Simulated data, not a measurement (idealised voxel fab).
This section sets out a process module, namely voxel tone inversion.
240 nm wide, 5 nm square cells: that's cross-section cut.
We lay out every cross-section as a grid of square cells and spell it out in bands from the top down, where one band means one or more rows of cells.
This entry defines a band. It first specifies the height of the band's top and the height of its bottom in nm, and then specifies the band's materials from left to right, stating each material with its width in nm. The word "everywhere" identifies a single material that fills the band from edge to edge, while the word "blank" identifies empty space.
Height 0 is the level under which the wafer as received is all one material. The lowest band goes on downwards, as in "0 down".
A two-number width, for instance "30..40", indicates that the width is equal to the first number in the top row of the band and to the second number in the bottom row, and that it changes by a constant amount per row of cells.
Step marked "changes: none"? Then no cell in the cross-section changed in it.
Each empty space that has no open way to the top and spans at least 8 cells appears under "Closed void register" as width x height at distance, the distance counted from the left edge, all in nm.
Step line, after settings: the simulator's comment on this step.
"overlay nm" denotes, for a step that has a mask, the displacement of the mask to the right of its planned place, with negative values corresponding to the left.
List of planned process steps:
1 RECEIVE with material Si
2 CONFORMAL_DEP with material SiN, thk nm 5
3 DIRECTIONAL_DEP with material polySi, thk nm 20
4 PATTERN with tone cover, mask id POSTS, material resist, width nm 15, pitch nm 45, thk nm 25, overlay nm -15
5 DIRECTIONAL_ETCH with etch materials polySi, depth nm 20
6 STRIP with etch materials resist
7 FILL_DEP with material lowk, thk nm 10
8 CMP with height nm 25
9 STRIP with etch materials polySi
10 CONFORMAL_DEP with material TiN, thk nm 5
11 FILL_DEP with material Cu, thk nm 10
12 CMP with height nm 25
13 CONFORMAL_DEP with material SiCN, thk nm 5
Among the wafers covered here, the point of difference is the overlay nm at step 4; their starting state is shared, and the plan presents the value of the first wafer.
So this is the first of several wafers, cross-sectioned as it came to us, meaning it's at the end of step 1:
- 0 down  Si everywhere
- Closed void register: none
Cross-section of the first of several wafers, taken after step 13, where the module ends:
- 30 to 25  SiCN everywhere
- 25 to 10  30 lowk, 5 TiN, 5 Cu, 5 TiN, 30 lowk, 5 TiN, 5 Cu, 5 TiN, 30 lowk, 5 TiN, 5 Cu, 5 TiN, 30 lowk, 5 TiN, 5 Cu, 5 TiN, 60 lowk
- 10 to 5  30 lowk, 15 TiN, 30 lowk, 15 TiN, 30 lowk, 15 TiN, 30 lowk, 15 TiN, 60 lowk
- 5 to 0  SiN everywhere
- 0 down  Si everywhere
- Closed void register: none
Showing the last wafer in cross-section at the end of the module:
- 30 to 25  SiCN everywhere
- 25 to 10  60 lowk, 5 TiN, 5 Cu, 5 TiN, 30 lowk, 5 TiN, 5 Cu, 5 TiN, 30 lowk, 5 TiN, 5 Cu, 5 TiN, 30 lowk, 5 TiN, 5 Cu, 5 TiN, 30 lowk
- 10 to 5  60 lowk, 15 TiN, 30 lowk, 15 TiN, 30 lowk, 15 TiN, 30 lowk, 15 TiN, 30 lowk
- 5 to 0  SiN everywhere
- 0 down  Si everywhere
- Closed void register: none
Quick key for the table: a row per wafer, taken at the end of the module. For each material it tells you how many cells the wafer gained (+) or lost (-) since it came in, and the closed voids come after:
overlay nm -15 | +12 Cu | +48 SiCN | +48 SiN | +36 TiN | +144 lowk | Closed void register: none
overlay nm -10 | +12 Cu | +48 SiCN | +48 SiN | +36 TiN | +144 lowk | Closed void register: none
overlay nm -5 | +12 Cu | +48 SiCN | +48 SiN | +36 TiN | +144 lowk | Closed void register: none
overlay nm 0 | +12 Cu | +48 SiCN | +48 SiN | +36 TiN | +144 lowk | Closed void register: none
overlay nm 5 | +12 Cu | +48 SiCN | +48 SiN | +36 TiN | +144 lowk | Closed void register: none
overlay nm 10 | +12 Cu | +48 SiCN | +48 SiN | +36 TiN | +144 lowk | Closed void register: none
overlay nm 15 | +12 Cu | +48 SiCN | +48 SiN | +36 TiN | +144 lowk | Closed void register: none
